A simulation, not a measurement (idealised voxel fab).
Proc. module: voxel released beams
Cross-sectional view cut (width: 275 nm; square cell size: 5 nm).
This document writes a cross-section as a grid whose cells are square, and gives it as bands, listed from the top down; one or more rows of cells form a band. Band: top and bottom heights (nm) first, top before bottom; then materials from left to right, widths in nm. "all across" marks a sole material filling the band edge to edge. "air" denotes empty space. Note: height 0 marks the level under which the wafer is uniformly one material as received. Lowest band unbounded below, written "z 0 and below". With a width like "30->40", each row of cells in the band differs from the next by the same amount, the top row carrying the first number and the bottom row the second. "no alteration" for a step: no cell of the cross-section changed in that step. So "Enclosed void entries" is basically the list of trapped voids: any empty space of 8 cells or more that can't reach the top through an opening. They're written width x height at distance, the distance being from the left edge, and it's all nm. after a step's settings: what the simulator itself notes on the step. You can add "overlay nm" to a step's line. For a step with a mask, it describes how far the mask lay to the right of its planned position, and a negative number describes a lay to the left.

Steps in the process plan:
1. op RECEIVE | material Si
2. op CONFORMAL_DEP | material Al2O3 | thk nm 5
3. op DIRECTIONAL_DEP | material SiO2 | thk nm 10
4. op DIRECTIONAL_DEP | material aC | thk nm 15
5. op PATTERN | tone open | mask id ANCHOR | material resist | width nm 45 | thk nm 35 | overlay nm 0
6. op DIRECTIONAL_ETCH | etch materials aC | depth nm 15
7. op STRIP | etch materials resist
8. op DIRECTIONAL_ETCH | etch materials SiO2 | depth nm 10
9. op STRIP | etch materials aC
10. op CONFORMAL_DEP | material polySi | thk nm 15
11. op PATTERN | tone cover | mask id BEAM | material resist | width nm 95 | thk nm 20 | overlay nm 0
12. op DIRECTIONAL_ETCH | etch materials polySi | depth nm 15
13. op STRIP | etch materials resist
14. op STRIP | etch materials SiO2

Cross-section of the wafer upon arrival, representing the state reached after step 1:
z 0 and below: Si all across
Enclosed void entries: none

First wafer at the end, as planned:
z 30 to 20: air (85) | polySi (20) | air (15) | polySi (60) | air (95)
z 20 to 15: air (85) | polySi (95) | air (95)
z 15 to 5: air (90) | polySi (45) | air (140)
z 5 to 0: Al2O3 all across
z 0 and below: Si all across
Enclosed void entries: none

Cross-sectional view: second of two wafers, end of module; start and plan identical to the first, one mistake in running:
z 30 to 20: air (85) | polySi (20) | air (15) | polySi (60) | air (95)
z 20 to 15: air (85) | polySi (95) | air (95)
z 15 to 5: air (90) | polySi (45) | air (140)
z 5 to 0: polySi all across
z 0 and below: Si all across
Enclosed void entries: none
It is concluded that the wafer was processed incorrectly with respect to the plan, in that step 2 was not run as planned; what actually ran was op CONFORMAL_DEP | material polySi | thk nm 5
Once processing is complete, comparing cell counts shows that the second wafer has more or fewer of certain materials than the first: 55 fewer of Al2O3; 55 more of polySi
